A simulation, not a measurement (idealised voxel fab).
Title: Process Module voxel capacitor over wiring
FYI the section here is cut, 140 nm wide, cells are 5 nm squares.
Cross-section format: a grid of square cells, given as bands from top to bottom; each band is one or more rows of cells. Band: top height; bottom height; in nm. Then, left to right: material with width in nm, for each material. "everywhere": a single material spanning edge to edge. "empty": empty space. We count height from 0. Below that, the starting wafer is all one material. The lowest band never ends at the bottom but goes on down; see "0..down" for how that is written. When a width is written as two numbers, as in "30 to 40", the first number is the width in the top row of cells of the band and the second is the width in its bottom row, and the width changes by the same amount from each row to the next. What does "all unchanged" mean for a step? It means no cell of the cross-section changed in that step. Voids not open to the top, 8 cells minimum: see "Enclosed void list". Written width x height at distance; distance is from the left edge; nm. On each step's line, the part that comes after the settings is the simulator's own comment on the step. The line of a step may include "overlay nm". On a step with a mask, this value is how far to the right of its planned place the mask lay. A negative value means the mask lay to the left.

## Planned process steps
- 1: RECEIVE [material Si]
- 2: CONFORMAL_DEP [material SiO2] [thk nm 15]
- 3: DIRECTIONAL_DEP [material TiN] [thk nm 5]
- 4: DIRECTIONAL_DEP [material W] [thk nm 20]
- 5: MASKED_ETCH [tone cover] [mask id METAL_1] [width nm 20] [pitch nm 80] [etch materials W] [depth nm 20] [overlay nm 0]
- 6: MASKED_ETCH [tone cover] [mask id METAL_1] [width nm 20] [pitch nm 80] [etch materials TiN] [depth nm 5] [overlay nm 0]
- 7: FILL_DEP [material lowk] [thk nm 10]
- 8: CMP [height nm 40]
- 9: CONFORMAL_DEP [material SiCN] [thk nm 5]
- 10: DIRECTIONAL_DEP [material lowk] [thk nm 10]
- 11: PATTERN [tone open] [mask id PLUG_1] [material resist] [width nm 15] [thk nm 20] [overlay nm 0]
- 12: DIRECTIONAL_ETCH [etch materials lowk] [depth nm 10]
- 13: DIRECTIONAL_ETCH [etch materials SiCN] [depth nm 5]
- 14: STRIP [etch materials resist]
- 15: CONFORMAL_DEP [material TiN] [thk nm 5]
- 16: FILL_DEP [material Cu] [thk nm 10]
- 17: CMP [height nm 55]
- 18: DIRECTIONAL_DEP [material TiN] [thk nm 10]
- 19: DIRECTIONAL_DEP [material Al2O3] [thk nm 5]
- 20: DIRECTIONAL_DEP [material TiN] [thk nm 10]
- 21: PATTERN [tone cover] [mask id UPPER_PLATE] [material resist] [width nm 65] [thk nm 20] [overlay nm 0]
- 22: DIRECTIONAL_ETCH [etch materials TiN] [depth nm 10]
- 23: DIRECTIONAL_ETCH [etch materials Al2O3] [depth nm 5]
- 24: STRIP [etch materials resist]
- 25: PATTERN [tone cover] [mask id LOWER_PLATE] [material resist] [width nm 75] [thk nm 20] [overlay nm 0]
- 26: DIRECTIONAL_ETCH [etch materials TiN] [depth nm 10]
- 27: STRIP [etch materials resist]
- 28: FILL_DEP [material SiO2] [thk nm 20]
- 29: CMP [height nm 95]
- 30: MASKED_ETCH [tone open] [mask id PLUG_2] [width nm 15] [etch materials SiO2] [depth nm 15] [overlay nm 0]
- 31: CONFORMAL_DEP [material TiN] [thk nm 5]
- 32: FILL_DEP [material Ru] [thk nm 10]
- 33: CMP [height nm 95]
- 34: CONFORMAL_DEP [material SiCN] [thk nm 5]

## First out of two wafers; run went to plan

## Cross-section of the wafer upon arrival, representing the state reached after step 1
> 0..down  Si everywhere
> Enclosed void list: none

## Cross-section through the wafer, step 2 finished
> 15..0  SiO2 everywhere
> No changes below 0.

## Cross-section through the wafer, step 3 finished
> 20..15  TiN everywhere
> No changes below 15.

## Cross-section through the wafer, step 4 finished
> 40..20  W everywhere
> No changes below 20.

## Cross-section through the wafer, step 5 finished
> 40..20  20 of empty; 20 of W; 60 of empty; 20 of W; 20 of empty
> No changes below 20.

## Cross-section through the wafer, step 6 finished
> 40..20  20 of empty; 20 of W; 60 of empty; 20 of W; 20 of empty
> 20..15  20 of empty; 20 of TiN; 60 of empty; 20 of TiN; 20 of empty
> No changes below 15.

## Cross-section through the wafer, step 7 finished
> 50..40  lowk everywhere
> 40..20  20 of lowk; 20 of W; 60 of lowk; 20 of W; 20 of lowk
> 20..15  20 of lowk; 20 of TiN; 60 of lowk; 20 of TiN; 20 of lowk
> No changes below 15.

## Cross-section through the wafer, step 8 finished
> 40..20  20 of lowk; 20 of W; 60 of lowk; 20 of W; 20 of lowk
> No changes below 20.

## Cross-section through the wafer, step 9 finished
> 45..40  SiCN everywhere
> No changes below 40.

## Cross-section through the wafer, step 10 finished
> 55..45  lowk everywhere
> No changes below 45.

## Cross-section through the wafer, step 11 finished
> 75..55  25 of resist; 15 of empty; 100 of resist
> No changes below 55.

## Cross-section through the wafer, step 12 finished
> 75..55  25 of resist; 15 of empty; 100 of resist
> 55..45  25 of lowk; 15 of empty; 100 of lowk
> No changes below 45.

## Cross-section through the wafer, step 13 finished
> 75..55  25 of resist; 15 of empty; 100 of resist
> 55..45  25 of lowk; 15 of empty; 100 of lowk
> 45..40  25 of SiCN; 15 of empty; 100 of SiCN
> No changes below 40.

## Cross-section through the wafer, step 14 finished
> 55..45  25 of lowk; 15 of empty; 100 of lowk
> No changes below 45.

## Cross-section through the wafer, step 15 finished
> 60..55  30 of TiN; 5 of empty; 105 of TiN
> 55..45  25 of lowk; 5 of TiN; 5 of empty; 5 of TiN; 100 of lowk
> 45..40  25 of SiCN; 15 of TiN; 100 of SiCN
> No changes below 40.

## Cross-section through the wafer, step 16 finished
> 70..60  Cu everywhere
> 60..55  30 of TiN; 5 of Cu; 105 of TiN
> 55..45  25 of lowk; 5 of TiN; 5 of Cu; 5 of TiN; 100 of lowk
> No changes below 45.

## Cross-section through the wafer, step 17 finished
> 55..45  25 of lowk; 5 of TiN; 5 of Cu; 5 of TiN; 100 of lowk
> No changes below 45.

## Cross-section through the wafer, step 18 finished
> 65..55  TiN everywhere
> No changes below 55.

## Cross-section through the wafer, step 19 finished
> 70..65  Al2O3 everywhere
> No changes below 65.

## Cross-section through the wafer, step 20 finished
> 80..70  TiN everywhere
> No changes below 70.

## Cross-section through the wafer, step 21 finished
> 100..80  25 of empty; 65 of resist; 50 of empty
> No changes below 80.

## Cross-section through the wafer, step 22 finished
> 100..80  25 of empty; 65 of resist; 50 of empty
> 80..70  25 of empty; 65 of TiN; 50 of empty
> No changes below 70.

## Cross-section through the wafer, step 23 finished
> 100..80  25 of empty; 65 of resist; 50 of empty
> 80..70  25 of empty; 65 of TiN; 50 of empty
> 70..65  25 of empty; 65 of Al2O3; 50 of empty
> No changes below 65.

## Cross-section through the wafer, step 24 finished
> 80..70  25 of empty; 65 of TiN; 50 of empty
> No changes below 70.

## Cross-section through the wafer, step 25 finished
> 100..80  20 of empty; 75 of resist; 45 of empty
> 80..70  20 of empty; 5 of resist; 65 of TiN; 5 of resist; 45 of empty
> 70..65  20 of empty; 5 of resist; 65 of Al2O3; 5 of resist; 45 of empty
> No changes below 65.

## Cross-section through the wafer, step 26 finished
> 100..80  20 of empty; 75 of resist; 45 of empty
> 80..70  20 of empty; 5 of resist; 65 of TiN; 5 of resist; 45 of empty
> 70..65  20 of empty; 5 of resist; 65 of Al2O3; 5 of resist; 45 of empty
> 65..55  20 of empty; 75 of TiN; 45 of empty
> No changes below 55.

## Cross-section through the wafer, step 27 finished
> 80..70  25 of empty; 65 of TiN; 50 of empty
> 70..65  25 of empty; 65 of Al2O3; 50 of empty
> No changes below 65.

## Cross-section through the wafer, step 28 finished
> 100..80  SiO2 everywhere
> 80..70  25 of SiO2; 65 of TiN; 50 of SiO2
> 70..65  25 of SiO2; 65 of Al2O3; 50 of SiO2
> 65..55  20 of SiO2; 75 of TiN; 45 of SiO2
> No changes below 55.

## Cross-section through the wafer, step 29 finished
> 95..80  SiO2 everywhere
> No changes below 80.

## Cross-section through the wafer, step 30 finished
> 95..80  35 of SiO2; 15 of empty; 90 of SiO2
> No changes below 80.

## Cross-section through the wafer, step 31 finished
> 100..95  40 of TiN; 5 of empty; 95 of TiN
> 95..85  35 of SiO2; 5 of TiN; 5 of empty; 5 of TiN; 90 of SiO2
> 85..80  35 of SiO2; 15 of TiN; 90 of SiO2
> No changes below 80.

## Cross-section through the wafer, step 32 finished
> 110..100  Ru everywhere
> 100..95  40 of TiN; 5 of Ru; 95 of TiN
> 95..85  35 of SiO2; 5 of TiN; 5 of Ru; 5 of TiN; 90 of SiO2
> No changes below 85.

## Cross-section through the wafer, step 33 finished
> 95..85  35 of SiO2; 5 of TiN; 5 of Ru; 5 of TiN; 90 of SiO2
> No changes below 85.

## Cross-section through the wafer, step 34 finished
> 100..95  SiCN everywhere
> No changes below 95.

## The remaining wafer, second of the two, started like the first and was run to the same plan, except that one mistake was made along the way; the two coincide through step 4, inclusive

## X-section, second wafer, when step 5 was due to finish
> 40..20  20 of W; 20 of empty; 60 of W; 20 of empty; 20 of W
> No changes below 20.

X-section, second wafer, when step 6 was due to finish: all unchanged

## X-section, second wafer, when step 7 was due to finish
> 50..40  lowk everywhere
> 40..20  20 of W; 20 of lowk; 60 of W; 20 of lowk; 20 of W
> No changes below 20.

## X-section, second wafer, when step 8 was due to finish
> 40..20  20 of W; 20 of lowk; 60 of W; 20 of lowk; 20 of W
> No changes below 20.

## X-section, second wafer, when step 9 was due to finish
> 45..40  SiCN everywhere
> No changes below 40.

## X-section, second wafer, when step 10 was due to finish
> 55..45  lowk everywhere
> No changes below 45.

## X-section, second wafer, when step 11 was due to finish
> 75..55  25 of resist; 15 of empty; 100 of resist
> No changes below 55.

## X-section, second wafer, when step 12 was due to finish
> 75..55  25 of resist; 15 of empty; 100 of resist
> 55..45  25 of lowk; 15 of empty; 100 of lowk
> No changes below 45.

## X-section, second wafer, when step 13 was due to finish
> 75..55  25 of resist; 15 of empty; 100 of resist
> 55..45  25 of lowk; 15 of empty; 100 of lowk
> 45..40  25 of SiCN; 15 of empty; 100 of SiCN
> No changes below 40.

## X-section, second wafer, when step 14 was due to finish
> 55..45  25 of lowk; 15 of empty; 100 of lowk
> No changes below 45.

## X-section, second wafer, when step 15 was due to finish
> 60..55  30 of TiN; 5 of empty; 105 of TiN
> 55..45  25 of lowk; 5 of TiN; 5 of empty; 5 of TiN; 100 of lowk
> 45..40  25 of SiCN; 15 of TiN; 100 of SiCN
> No changes below 40.

## X-section, second wafer, when step 16 was due to finish
> 70..60  Cu everywhere
> 60..55  30 of TiN; 5 of Cu; 105 of TiN
> 55..45  25 of lowk; 5 of TiN; 5 of Cu; 5 of TiN; 100 of lowk
> No changes below 45.

## X-section, second wafer, when step 17 was due to finish
> 55..45  25 of lowk; 5 of TiN; 5 of Cu; 5 of TiN; 100 of lowk
> No changes below 45.

## X-section, second wafer, when step 18 was due to finish
> 65..55  TiN everywhere
> No changes below 55.

## X-section, second wafer, when step 19 was due to finish
> 70..65  Al2O3 everywhere
> No changes below 65.

## X-section, second wafer, when step 20 was due to finish
> 80..70  TiN everywhere
> No changes below 70.

## X-section, second wafer, when step 21 was due to finish
> 100..80  25 of empty; 65 of resist; 50 of empty
> No changes below 80.

## X-section, second wafer, when step 22 was due to finish
> 100..80  25 of empty; 65 of resist; 50 of empty
> 80..70  25 of empty; 65 of TiN; 50 of empty
> No changes below 70.

## X-section, second wafer, when step 23 was due to finish
> 100..80  25 of empty; 65 of resist; 50 of empty
> 80..70  25 of empty; 65 of TiN; 50 of empty
> 70..65  25 of empty; 65 of Al2O3; 50 of empty
> No changes below 65.

## X-section, second wafer, when step 24 was due to finish
> 80..70  25 of empty; 65 of TiN; 50 of empty
> No changes below 70.

## X-section, second wafer, when step 25 was due to finish
> 100..80  20 of empty; 75 of resist; 45 of empty
> 80..70  20 of empty; 5 of resist; 65 of TiN; 5 of resist; 45 of empty
> 70..65  20 of empty; 5 of resist; 65 of Al2O3; 5 of resist; 45 of empty
> No changes below 65.

## X-section, second wafer, when step 26 was due to finish
> 100..80  20 of empty; 75 of resist; 45 of empty
> 80..70  20 of empty; 5 of resist; 65 of TiN; 5 of resist; 45 of empty
> 70..65  20 of empty; 5 of resist; 65 of Al2O3; 5 of resist; 45 of empty
> 65..55  20 of empty; 75 of TiN; 45 of empty
> No changes below 55.

## X-section, second wafer, when step 27 was due to finish
> 80..70  25 of empty; 65 of TiN; 50 of empty
> 70..65  25 of empty; 65 of Al2O3; 50 of empty
> No changes below 65.

## X-section, second wafer, when step 28 was due to finish
> 100..80  SiO2 everywhere
> 80..70  25 of SiO2; 65 of TiN; 50 of SiO2
> 70..65  25 of SiO2; 65 of Al2O3; 50 of SiO2
> 65..55  20 of SiO2; 75 of TiN; 45 of SiO2
> No changes below 55.

## X-section, second wafer, when step 29 was due to finish
> 95..80  SiO2 everywhere
> No changes below 80.

## X-section, second wafer, when step 30 was due to finish
> 95..80  35 of SiO2; 15 of empty; 90 of SiO2
> No changes below 80.

## X-section, second wafer, when step 31 was due to finish
> 100..95  40 of TiN; 5 of empty; 95 of TiN
> 95..85  35 of SiO2; 5 of TiN; 5 of empty; 5 of TiN; 90 of SiO2
> 85..80  35 of SiO2; 15 of TiN; 90 of SiO2
> No changes below 80.

## X-section, second wafer, when step 32 was due to finish
> 110..100  Ru everywhere
> 100..95  40 of TiN; 5 of Ru; 95 of TiN
> 95..85  35 of SiO2; 5 of TiN; 5 of Ru; 5 of TiN; 90 of SiO2
> No changes below 85.

## X-section, second wafer, when step 33 was due to finish
> 95..85  35 of SiO2; 5 of TiN; 5 of Ru; 5 of TiN; 90 of SiO2
> No changes below 85.

## X-section, second wafer, when step 34 was due to finish
> 100..95  SiCN everywhere
> No changes below 95.
The plan and the run diverged here: step 5: run off-plan, actual operation and settings MASKED_ETCH [tone open] [mask id METAL_1] [width nm 20] [pitch nm 80] [etch materials W] [depth nm 20] [overlay nm 0]
Counted in cells at the end, the second wafer holds more or fewer of these materials than the first: TiN +20; W +48; lowk -68
